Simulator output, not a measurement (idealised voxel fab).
process module | voxel self aligned contacts
cross-section cut | 270 nm wide | cells 5 nm
A cross-section is a grid of square cells, given in bands from the top down. A band is one or more rows of cells.
Each band's line starts with the height of the band's top and of its bottom, in nm. Then come its materials from left to right, each with its width in nm. One material with "throughout" fills the band from edge to edge. "air" is empty space.
Height 0 is the level under which the wafer as received is all one material. The lowest band goes on downwards, as in "0 down".
A width such as "30 to 40" changes by the same amount from each row of cells to the next, from the band's top row to its bottom row.
"no change" after a step means that no cell of the cross-section changed.
closed voids: empty space of 8 cells or more with no open way to the top, each as width x height at its distance from the left edge, in nm
after a step's settings: what the simulator itself notes on the step
overlay nm, on a step with a mask: how far to the right of its planned place the mask lay; to the left if negative
plan
1 op RECEIVE | material Si
2 op CONFORMAL_DEP | material SiO2 | thk nm 5
3 op DIRECTIONAL_DEP | material polySi | thk nm 30
4 op DIRECTIONAL_DEP | material SiN | thk nm 15
5 op MASKED_ETCH | tone cover | mask id GATE | width nm 25 | pitch nm 55 | etch materials SiN | depth nm 15 | overlay nm 0
6 op MASKED_ETCH | tone cover | mask id GATE | width nm 25 | pitch nm 55 | etch materials polySi | depth nm 30 | overlay nm 0
7 op CONFORMAL_DEP | material SiN | thk nm 5
8 op DIRECTIONAL_ETCH | etch materials SiN | depth nm 5
9 op FILL_DEP | material SiO2 | thk nm 10
10 op CMP | height nm 55
11 op DIRECTIONAL_DEP | material aC | thk nm 15
12 op PATTERN | tone open | mask id CONTACT | material resist | width nm 40 | thk nm 30 | overlay nm 0
13 op DIRECTIONAL_ETCH | etch materials aC | depth nm 15
14 op STRIP | etch materials resist
15 op DIRECTIONAL_ETCH | etch materials SiO2 | depth nm 55
16 op STRIP | etch materials aC
17 op CONFORMAL_DEP | material TiN | thk nm 5
18 op FILL_DEP | material W | thk nm 10
19 op CMP | height nm 55
20 op CONFORMAL_DEP | material SiN | thk nm 5
first wafer, as planned
as received, after step 1
  0 down: Si throughout
  closed voids: none
after step 2
  5 to 0: SiO2 throughout
  below 0: unchanged
after step 3
  35 to 5: polySi throughout
  below 5: unchanged
after step 4
  50 to 35: SiN throughout
  below 35: unchanged
after step 5
  50 to 35: air 95 | SiN 25 | air 30 | SiN 25 | air 95
  below 35: unchanged
after step 6
  50 to 35: air 95 | SiN 25 | air 30 | SiN 25 | air 95
  35 to 5: air 95 | polySi 25 | air 30 | polySi 25 | air 95
  below 5: unchanged
after step 7
  55 to 35: air 90 | SiN 35 | air 20 | SiN 35 | air 90
  35 to 10: air 90 | SiN 5 | polySi 25 | SiN 5 | air 20 | SiN 5 | polySi 25 | SiN 5 | air 90
  10 to 5: SiN 95 | polySi 25 | SiN 30 | polySi 25 | SiN 95
  below 5: unchanged
after step 8
  50 to 35: air 90 | SiN 35 | air 20 | SiN 35 | air 90
  35 to 5: air 90 | SiN 5 | polySi 25 | SiN 5 | air 20 | SiN 5 | polySi 25 | SiN 5 | air 90
  below 5: unchanged
after step 9
  60 to 50: SiO2 throughout
  50 to 35: SiO2 90 | SiN 35 | SiO2 20 | SiN 35 | SiO2 90
  35 to 5: SiO2 90 | SiN 5 | polySi 25 | SiN 5 | SiO2 20 | SiN 5 | polySi 25 | SiN 5 | SiO2 90
  below 5: unchanged
after step 10
  55 to 50: SiO2 throughout
  below 50: unchanged
after step 11
  70 to 55: aC throughout
  below 55: unchanged
after step 12
  100 to 70: resist 115 | air 40 | resist 115
  below 70: unchanged
after step 13
  85 to 70: resist 115 | air 40 | resist 115
  70 to 55: aC 115 | air 40 | aC 115
  below 55: unchanged
after step 14
  70 to 55: aC 115 | air 40 | aC 115
  below 55: unchanged
after step 15
  70 to 55: aC 115 | air 40 | aC 115
  55 to 50: SiO2 115 | air 40 | SiO2 115
  50 to 35: SiO2 90 | SiN 35 | air 20 | SiN 35 | SiO2 90
  35 to 5: SiO2 90 | SiN 5 | polySi 25 | SiN 5 | air 20 | SiN 5 | polySi 25 | SiN 5 | SiO2 90
  5 to 0: SiO2 125 | air 20 | SiO2 125
  below 0: unchanged
after step 16
  55 to 50: SiO2 115 | air 40 | SiO2 115
  below 50: unchanged
after step 17
  60 to 55: TiN 120 | air 30 | TiN 120
  55 to 50: SiO2 115 | TiN 15 | air 10 | TiN 15 | SiO2 115
  50 to 35: SiO2 90 | SiN 35 | TiN 5 | air 10 | TiN 5 | SiN 35 | SiO2 90
  35 to 5: SiO2 90 | SiN 5 | polySi 25 | SiN 5 | TiN 5 | air 10 | TiN 5 | SiN 5 | polySi 25 | SiN 5 | SiO2 90
  5 to 0: SiO2 125 | TiN 20 | SiO2 125
  below 0: unchanged
after step 18
  70 to 60: W throughout
  60 to 55: TiN 120 | W 30 | TiN 120
  55 to 50: SiO2 115 | TiN 15 | W 10 | TiN 15 | SiO2 115
  50 to 35: SiO2 90 | SiN 35 | TiN 5 | W 10 | TiN 5 | SiN 35 | SiO2 90
  35 to 5: SiO2 90 | SiN 5 | polySi 25 | SiN 5 | TiN 5 | W 10 | TiN 5 | SiN 5 | polySi 25 | SiN 5 | SiO2 90
  below 5: unchanged
after step 19
  55 to 50: SiO2 115 | TiN 15 | W 10 | TiN 15 | SiO2 115
  below 50: unchanged
after step 20
  60 to 55: SiN throughout
  below 55: unchanged
second wafer: like start, like plan, one mistake. Through step 1 it matches the first wafer
when step 2 should have ended
  30 to 0: polySi throughout
  below 0: unchanged
when step 3 should have ended
  35 to 30: SiO2 throughout
  below 30: unchanged
when step 4 should have ended
  50 to 35: SiN throughout
  below 35: unchanged
when step 5 should have ended
  50 to 35: air 95 | SiN 25 | air 30 | SiN 25 | air 95
  below 35: unchanged
when step 6 should have ended: no change
when step 7 should have ended
  55 to 40: air 90 | SiN 35 | air 20 | SiN 35 | air 90
  40 to 35: SiN throughout
  below 35: unchanged
when step 8 should have ended
  50 to 35: air 90 | SiN 35 | air 20 | SiN 35 | air 90
  below 35: unchanged
when step 9 should have ended
  60 to 50: SiO2 throughout
  50 to 35: SiO2 90 | SiN 35 | SiO2 20 | SiN 35 | SiO2 90
  below 35: unchanged
when step 10 should have ended
  55 to 50: SiO2 throughout
  below 50: unchanged
when step 11 should have ended
  70 to 55: aC throughout
  below 55: unchanged
when step 12 should have ended
  100 to 70: resist 115 | air 40 | resist 115
  below 70: unchanged
when step 13 should have ended
  85 to 70: resist 115 | air 40 | resist 115
  70 to 55: aC 115 | air 40 | aC 115
  below 55: unchanged
when step 14 should have ended
  70 to 55: aC 115 | air 40 | aC 115
  below 55: unchanged
when step 15 should have ended
  70 to 55: aC 115 | air 40 | aC 115
  55 to 50: SiO2 115 | air 40 | SiO2 115
  50 to 35: SiO2 90 | SiN 35 | air 20 | SiN 35 | SiO2 90
  35 to 30: SiO2 125 | air 20 | SiO2 125
  below 30: unchanged
when step 16 should have ended
  55 to 50: SiO2 115 | air 40 | SiO2 115
  below 50: unchanged
when step 17 should have ended
  60 to 55: TiN 120 | air 30 | TiN 120
  55 to 50: SiO2 115 | TiN 15 | air 10 | TiN 15 | SiO2 115
  50 to 35: SiO2 90 | SiN 35 | TiN 5 | air 10 | TiN 5 | SiN 35 | SiO2 90
  35 to 30: SiO2 125 | TiN 20 | SiO2 125
  below 30: unchanged
when step 18 should have ended
  70 to 60: W throughout
  60 to 55: TiN 120 | W 30 | TiN 120
  55 to 50: SiO2 115 | TiN 15 | W 10 | TiN 15 | SiO2 115
  50 to 35: SiO2 90 | SiN 35 | TiN 5 | W 10 | TiN 5 | SiN 35 | SiO2 90
  below 35: unchanged
when step 19 should have ended
  55 to 50: SiO2 115 | TiN 15 | W 10 | TiN 15 | SiO2 115
  below 50: unchanged
when step 20 should have ended
  60 to 55: SiN throughout
  below 55: unchanged
what went wrong: steps 2 and 3 were swapped
at the end the second wafer has, in cells: 24 fewer of SiN | 216 fewer of SiO2 | 12 fewer of TiN | 12 fewer of W | 264 more of polySi
